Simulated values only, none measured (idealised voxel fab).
process module | voxel ribs on slabs
cross-section cut | 155 nm wide | cells 5 nm
A cross-section is a grid of square cells, given in bands from the top down. A band is one or more rows of cells.
Each band's line starts with the height of the band's top and of its bottom, in nm. Then come its materials from left to right, each with its width in nm. One material with "throughout" fills the band from edge to edge. "air" is empty space.
Height 0 is the level under which the wafer as received is all one material. The lowest band goes on downwards, as in "0 down".
A width such as "30 to 40" changes by the same amount from each row of cells to the next, from the band's top row to its bottom row.
"no change" after a step means that no cell of the cross-section changed.
closed voids: empty space of 8 cells or more with no open way to the top, each as width x height at its distance from the left edge, in nm
after a step's settings: what the simulator itself notes on the step
overlay nm, on a step with a mask: how far to the right of its planned place the mask lay; to the left if negative
plan
1 op RECEIVE | material Si
2 op DIRECTIONAL_DEP | material SiO2 | thk nm 20
3 op DIRECTIONAL_DEP | material SiN | thk nm 20
4 op DIRECTIONAL_DEP | material aC | thk nm 10
5 op PATTERN | tone cover | mask id RIB | material resist | width nm 15 | thk nm 25 | overlay nm 0
6 op DIRECTIONAL_ETCH | etch materials aC | depth nm 10
7 op STRIP | etch materials resist
8 op DIRECTIONAL_ETCH | etch materials SiN | depth nm 5
9 op STRIP | etch materials aC
10 op MASKED_ETCH | tone cover | mask id SLAB | width nm 65 | etch materials SiN | depth nm 15 | overlay nm 0
11 op FILL_DEP | material SiO2 | thk nm 25
12 op CMP | height nm 60
13 op DIRECTIONAL_DEP | material TiN | thk nm 5
14 op DIRECTIONAL_DEP | material aC | thk nm 15
15 op PATTERN | tone cover | mask id HEATER | material resist | width nm 25 | thk nm 35 | overlay nm 0
16 op DIRECTIONAL_ETCH | etch materials aC | depth nm 15
17 op STRIP | etch materials resist
18 op DIRECTIONAL_ETCH | etch materials TiN | depth nm 5
19 op STRIP | etch materials aC
20 op CONFORMAL_DEP | material SiN | thk nm 5
as received, after step 1
  0 down: Si throughout
  closed voids: none
a wafer at the end: this start, this plan, one mistake
  70 to 65: air 60 | SiN 35 | air 60
  65 to 60: SiN 65 | TiN 25 | SiN 65
  60 to 40: SiO2 throughout
  40 to 35: SiO2 70 | SiN 15 | SiO2 70
  35 to 20: SiO2 35 | SiN 65 | SiO2 55
  20 to 0: SiO2 throughout
  0 down: Si throughout
  closed voids: none
what went wrong: step 10 ran as: op MASKED_ETCH | tone cover | mask id SLAB | width nm 65 | etch materials SiN | depth nm 15 | overlay nm -10
